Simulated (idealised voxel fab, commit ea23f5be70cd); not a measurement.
process module | voxel released beams
cross-section cut | 165 nm wide | cells 5 nm
A cross-section is a grid of square cells, given in bands from the top down. A band is one or more rows of cells.
Each band's line starts with the height of the band's top and of its bottom, in nm. Then come its materials from left to right, each with its width in nm. One material with "throughout" fills the band from edge to edge. "air" is empty space.
Height 0 is the level under which the wafer as received is all one material. The lowest band goes on downwards, as in "0 down".
A width such as "30 to 40" changes by the same amount from each row of cells to the next, from the band's top row to its bottom row.
"no change" after a step means that no cell of the cross-section changed.
closed voids: empty space of 8 cells or more with no open way to the top, each as width x height at its distance from the left edge, in nm
after a step's settings: what the simulator itself notes on the step
overlay nm, on a step with a mask: how far to the right of its planned place the mask lay; to the left if negative
plan
1 op RECEIVE | material Si
2 op CONFORMAL_DEP | material SiN | thk nm 10
3 op DIRECTIONAL_DEP | material SiO2 | thk nm 15
4 op PATTERN | tone open | mask id ANCHOR | material resist | width nm 40 | thk nm 15 | overlay nm 0
5 op DIRECTIONAL_ETCH | etch materials SiO2 | depth nm 15
6 op STRIP | etch materials resist
7 op CONFORMAL_DEP | material W | thk nm 15
8 op DIRECTIONAL_DEP | material aC | thk nm 10
9 op PATTERN | tone cover | mask id BEAM | material resist | width nm 110 | thk nm 30 | overlay nm 0
10 op DIRECTIONAL_ETCH | etch materials aC | depth nm 10
11 op STRIP | etch materials resist
12 op DIRECTIONAL_ETCH | etch materials W | depth nm 15
13 op STRIP | etch materials aC
14 op STRIP | etch materials SiO2
as received, after step 1
  0 down: Si throughout
  closed voids: none
a wafer at the end: this start, this plan, one mistake
  40 to 25: air 25 | W 20 | air 15 | W 75 | air 30
  25 to 10: air 30 | W 45 | air 90
  10 to 0: SiN throughout
  0 down: Si throughout
  closed voids: none
what went wrong: step 4 ran as: op PATTERN | tone open | mask id ANCHOR | material resist | width nm 45 | thk nm 15 | overlay nm 0
